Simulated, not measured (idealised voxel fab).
The following process module bears the name voxel wiring stack.
For reference, the cross-section in this document is cut, with width 155 nm and square cells of 5 nm.
A cross-section is written here as square cells arranged in a grid, and it is given in bands from the top down, each band taking up one or more rows of cells.
Per band: top height and bottom height in nm, followed by the left-to-right materials and their widths in nm; "edge to edge" marks a single material spanning edge to edge, "empty" marks empty space.
For the purposes of this specification, 0 denotes the height below which the wafer in its as-received condition is composed wholly of one material, and the lowermost band, lacking a lower limit, extends downward without end, as expressed in "0 nm and below".
With a width like "30->40", each row of cells in the band differs from the next by the same amount, the top row carrying the first number and the bottom row the second.
"nothing got changed" (step): cross-section cells unchanged, all of them.
Empty spaces without an open route to the top, at least 8 cells in extent, make up the entry "Entrapped voids"; each is given as width x height at distance, where the distance is measured from the left edge, and all are in nm.
Past the settings on a step's line: simulator remark, on that step.
"overlay nm", when on a step's line for a step with a mask, measures how far to the right of its planned place the mask lay; a negative measure means to the left.

Listed below are the process steps as planned
1. RECEIVE | material Si
2. CONFORMAL_DEP | material SiO2 | thk nm 10
3. CONFORMAL_DEP | material SiN | thk nm 5
4. DIRECTIONAL_DEP | material SiO2 | thk nm 15
5. MASKED_ETCH | tone open | mask id METAL_1 | width nm 30 | pitch nm 60 | etch materials SiO2 | depth nm 15 | overlay nm 0
6. MASKED_ETCH | tone open | mask id METAL_1 | width nm 30 | pitch nm 60 | etch materials SiN | depth nm 5 | overlay nm 0
7. CONFORMAL_DEP | material TiN | thk nm 5
8. FILL_DEP | material Ru | thk nm 10
9. CMP | height nm 30
10. CONFORMAL_DEP | material SiCN | thk nm 5
11. DIRECTIONAL_DEP | material lowk | thk nm 15
12. DIRECTIONAL_DEP | material aC | thk nm 10
13. PATTERN | tone open | mask id PLUG_1 | material resist | width nm 15 | thk nm 30 | overlay nm 0
14. DIRECTIONAL_ETCH | etch materials aC | depth nm 10
15. STRIP | etch materials resist
16. DIRECTIONAL_ETCH | etch materials lowk | depth nm 15
17. DIRECTIONAL_ETCH | etch materials SiCN | depth nm 5
18. STRIP | etch materials aC
19. CONFORMAL_DEP | material TiN | thk nm 5
20. FILL_DEP | material Cu | thk nm 5
21. CMP | height nm 50
22. DIRECTIONAL_DEP | material TiN | thk nm 5
23. DIRECTIONAL_DEP | material W | thk nm 25
24. PATTERN | tone cover | mask id METAL_2 | material resist | width nm 30 | pitch nm 60 | thk nm 20 | overlay nm 0
25. DIRECTIONAL_ETCH | etch materials W | depth nm 25
26. DIRECTIONAL_ETCH | etch materials TiN | depth nm 5
27. STRIP | etch materials resist
28. FILL_DEP | material lowk | thk nm 10
29. CMP | height nm 80
30. CONFORMAL_DEP | material SiCN | thk nm 5
31. DIRECTIONAL_DEP | material SiO2 | thk nm 30
32. MASKED_ETCH | tone open | mask id METAL_3_HOLES | width nm 15 | etch materials SiO2 | depth nm 30 | overlay nm 0
33. MASKED_ETCH | tone open | mask id METAL_3 | width nm 30 | pitch nm 60 | etch materials SiO2 | depth nm 20 | overlay nm 0
34. MASKED_ETCH | tone open | mask id METAL_3 | width nm 30 | pitch nm 60 | etch materials SiCN | depth nm 5 | overlay nm 0
35. CONFORMAL_DEP | material TiN | thk nm 5
36. FILL_DEP | material Ru | thk nm 10
37. CMP | height nm 115
38. CONFORMAL_DEP | material SiCN | thk nm 5
39. DIRECTIONAL_DEP | material lowk | thk nm 10
40. PATTERN | tone open | mask id PLUG_3 | material resist | width nm 15 | pitch nm 60 | thk nm 15 | overlay nm 0
41. DIRECTIONAL_ETCH | etch materials lowk | depth nm 10
42. DIRECTIONAL_ETCH | etch materials SiCN | depth nm 5
43. STRIP | etch materials resist
44. EPI | material Ru | thk nm 10
45. EPI | material Ru | thk nm 5
46. CONFORMAL_DEP | material SiCN | thk nm 5
47. DIRECTIONAL_DEP | material lowk | thk nm 20
48. PATTERN | tone open | mask id METAL_4 | material resist | width nm 30 | pitch nm 60 | thk nm 15 | overlay nm 0
49. DIRECTIONAL_ETCH | etch materials lowk | depth nm 20
50. DIRECTIONAL_ETCH | etch materials SiCN | depth nm 5
51. STRIP | etch materials resist
52. CONFORMAL_DEP | material TiN | thk nm 5
53. FILL_DEP | material Cu | thk nm 5
54. CMP | height nm 155
55. CONFORMAL_DEP | material SiCN | thk nm 5

So this is the incoming wafer in cross-section - it's already been through step 1
> 0 nm and below  Si edge to edge
> Entrapped voids: none

Post-module cross-section of the first of two wafers (run per plan)
> 160 nm to 155 nm  SiCN edge to edge
> 155 nm to 135 nm  30 nm lowk / 5 nm TiN / 20 nm Cu / 5 nm TiN / 30 nm lowk / 5 nm TiN / 20 nm Cu / 5 nm TiN / 35 nm lowk
> 135 nm to 130 nm  30 nm SiCN / 30 nm TiN / 30 nm SiCN / 30 nm TiN / 35 nm SiCN
> 130 nm to 120 nm  30 nm lowk / 15 nm Ru / 45 nm lowk / 15 nm Ru / 50 nm lowk
> 120 nm to 115 nm  30 nm SiCN / 15 nm Ru / 45 nm SiCN / 15 nm Ru / 50 nm SiCN
> 115 nm to 100 nm  30 nm SiO2 / 5 nm TiN / 20 nm Ru / 5 nm TiN / 30 nm SiO2 / 5 nm TiN / 20 nm Ru / 5 nm TiN / 35 nm SiO2
> 100 nm to 95 nm  30 nm SiO2 / 5 nm TiN / 5 nm Ru / 20 nm TiN / 30 nm SiO2 / 30 nm TiN / 35 nm SiO2
> 95 nm to 85 nm  30 nm SiO2 / 5 nm TiN / 5 nm Ru / 5 nm TiN / 110 nm SiO2
> 85 nm to 80 nm  30 nm SiCN / 15 nm TiN / 110 nm SiCN
> 80 nm to 55 nm  30 nm lowk / 30 nm W / 30 nm lowk / 30 nm W / 35 nm lowk
> 55 nm to 50 nm  30 nm lowk / 30 nm TiN / 30 nm lowk / 30 nm TiN / 35 nm lowk
> 50 nm to 35 nm  30 nm lowk / 5 nm TiN / 5 nm Cu / 5 nm TiN / 110 nm lowk
> 35 nm to 30 nm  30 nm SiCN / 15 nm TiN / 110 nm SiCN
> 30 nm to 15 nm  30 nm SiO2 / 5 nm TiN / 20 nm Ru / 5 nm TiN / 30 nm SiO2 / 5 nm TiN / 20 nm Ru / 5 nm TiN / 35 nm SiO2
> 15 nm to 10 nm  30 nm SiN / 30 nm TiN / 30 nm SiN / 30 nm TiN / 35 nm SiN
> 10 nm to 0 nm  SiO2 edge to edge
> 0 nm and below  Si edge to edge
> Entrapped voids: none

Second wafer at the end: like start, like plan, one mistake
> 160 nm to 155 nm  SiCN edge to edge
> 155 nm to 135 nm  30 nm lowk / 5 nm TiN / 20 nm Cu / 5 nm TiN / 30 nm lowk / 5 nm TiN / 20 nm Cu / 5 nm TiN / 35 nm lowk
> 135 nm to 130 nm  30 nm SiCN / 30 nm TiN / 30 nm SiCN / 30 nm TiN / 35 nm SiCN
> 130 nm to 120 nm  30 nm lowk / 15 nm Ru / 45 nm lowk / 15 nm Ru / 50 nm lowk
> 120 nm to 115 nm  30 nm SiCN / 15 nm Ru / 45 nm SiCN / 15 nm Ru / 50 nm SiCN
> 115 nm to 100 nm  30 nm SiO2 / 5 nm TiN / 25 nm Ru / 5 nm TiN / 25 nm SiO2 / 5 nm TiN / 25 nm Ru / 5 nm TiN / 30 nm SiO2
> 100 nm to 95 nm  30 nm SiO2 / 5 nm TiN / 5 nm Ru / 25 nm TiN / 25 nm SiO2 / 35 nm TiN / 30 nm SiO2
> 95 nm to 85 nm  30 nm SiO2 / 5 nm TiN / 5 nm Ru / 5 nm TiN / 110 nm SiO2
> 85 nm to 80 nm  30 nm SiCN / 15 nm TiN / 110 nm SiCN
> 80 nm to 55 nm  30 nm lowk / 30 nm W / 30 nm lowk / 30 nm W / 35 nm lowk
> 55 nm to 50 nm  30 nm lowk / 30 nm TiN / 30 nm lowk / 30 nm TiN / 35 nm lowk
> 50 nm to 35 nm  30 nm lowk / 5 nm TiN / 5 nm Cu / 5 nm TiN / 110 nm lowk
> 35 nm to 30 nm  30 nm SiCN / 15 nm TiN / 110 nm SiCN
> 30 nm to 15 nm  30 nm SiO2 / 5 nm TiN / 20 nm Ru / 5 nm TiN / 30 nm SiO2 / 5 nm TiN / 20 nm Ru / 5 nm TiN / 35 nm SiO2
> 15 nm to 10 nm  30 nm SiN / 30 nm TiN / 30 nm SiN / 30 nm TiN / 35 nm SiN
> 10 nm to 0 nm  SiO2 edge to edge
> 0 nm and below  Si edge to edge
> Entrapped voids: none
What broke from the plan during processing? note that step 33 departed from the planned setting and was carried out as MASKED_ETCH | tone open | mask id METAL_3 | width nm 35 | pitch nm 60 | etch materials SiO2 | depth nm 20 | overlay nm 0
Final tally in cells, some materials are higher or lower on the second wafer than on the first: Ru: 6 more | SiO2: 8 fewer | TiN: 2 more
